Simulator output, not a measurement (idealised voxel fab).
Process module, titled voxel lift off
For reference, the cross-section in this document is cut, with width 185 nm and square cells of 5 nm.
Notation: cross-section as square-cell grid; stated in bands, top first, going down; one or more cell rows per band.
Heads up on the band format: heights come first, top then bottom, in nm. After that it's the materials left to right, each with its width in nm. A single material flagged "full width" fills the whole band edge to edge, and "empty" means there's empty space there.
All heights in this document are referenced to 0, defined as the level beneath which the wafer, as received, consists entirely of one material. The lowest band is not bounded below; it extends indefinitely downward and is written in the form "0..down".
You'd read "30->40" like this: the band's top row of cells is as wide as the first number, its bottom row is as wide as the second, and going down, every row changes width by the same amount as the row before did.
The designation "remains unaltered", where it is given for a processing step, indicates that no cell of the cross-section was altered in the course of that step.
Reported under the label "Enclosed void listing" are the empty spaces having no open way to the top and comprising 8 cells or more; the notation for each is width x height at distance, in which the distance is measured from the left edge and all three values are in nm.
Text after the settings on a step's line: the simulator's own remark on that step.
"overlay nm", when on a step's line for a step with a mask, measures how far to the right of its planned place the mask lay; a negative measure means to the left.
Planned step list for the process:
- 1: RECEIVE with material Si
- 2: CONFORMAL_DEP with material SiO2, thk nm 15
- 3: PATTERN with tone open, mask id LINES, material resist, width nm 25, pitch nm 55, thk nm 25, overlay nm 0
- 4: DIRECTIONAL_DEP with material Ru, thk nm 10
- 5: STRIP with etch materials resist
- 6: CONFORMAL_DEP with material SiO2, thk nm 10
Shown in cross-section is the wafer as received, that is, as it stands after step 1:
- 0..down = Si full width
- Enclosed void listing: none
One mistake in running the module, otherwise start and plan as above: cross-section at the end:
- 25..0 = SiO2 full width
- 0..down = Si full width
- Enclosed void listing: none
Heads up, the wafer didn't run the way we planned it: execution of step 4 of the plan did not take place, the step having been omitted
